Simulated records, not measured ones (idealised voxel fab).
Process module in this document: voxel local oxidation
Cross-section cut: width 250 nm, square cells of 5 nm.
In what follows, cross-sections appear as grids of square cells, described through bands that run from the top down, where every band is one or more rows of cells. In this notation a band is specified by the heights of its top and bottom, in that order and in nm, after which its materials appear from left to right, each paired with its width in nm. The word "edge to edge" attached to a single material means that material fills the band from edge to edge; the word "air" stands for empty space. Where do heights start? At 0: under that level the wafer as delivered is made of one material only. And the lowest band has no floor; it just carries on downward, as in "top 0, no bottom". A two-number width, for instance "30..40", indicates that the width is equal to the first number in the top row of the band and to the second number in the bottom row, and that it changes by a constant amount per row of cells. "all unchanged" after a step means that no cell of the cross-section changed. Empty spaces without an open route to the top, at least 8 cells in extent, make up the entry "Closed cavity list"; each is given as width x height at distance, where the distance is measured from the left edge, and all are in nm. Heads up: the bit after the settings on a step's line is the simulator's remark on that step. overlay nm: where the mask lay relative to plan, measured to the right, on steps with a mask; negatives go left.
Process steps (planned):
- 1: RECEIVE (material Si)
- 2: CONFORMAL_DEP (material SiO2; thk nm 5)
- 3: CONFORMAL_DEP (material SiN; thk nm 15)
- 4: DIRECTIONAL_DEP (material aC; thk nm 15)
- 5: PATTERN (tone cover; mask id ACTIVE; material resist; width nm 125; thk nm 35; overlay nm 0)
- 6: DIRECTIONAL_ETCH (etch materials aC; depth nm 15)
- 7: STRIP (etch materials resist)
- 8: DIRECTIONAL_ETCH (etch materials SiN; depth nm 15)
- 9: STRIP (etch materials aC)
- 10: SELECTIVE_ETCH (etch materials SiO2; depth nm 5)
- 11: OXIDIZE (depth nm 15)
- 12: STRIP (etch materials SiN)
as received, after step 1:
- top 0, no bottom: Si edge to edge
- Closed cavity list: none
Same starting wafer, same plan as above, one mistake in the execution; this is the cross-section at the end of the module:
- top 0, bottom -15: SiO2=75, then Si=95, then SiO2=80
- top -15, no bottom: Si edge to edge
- Closed cavity list: none
What went wrong in running the wafer? the plan's step 2 was left out and never carried out
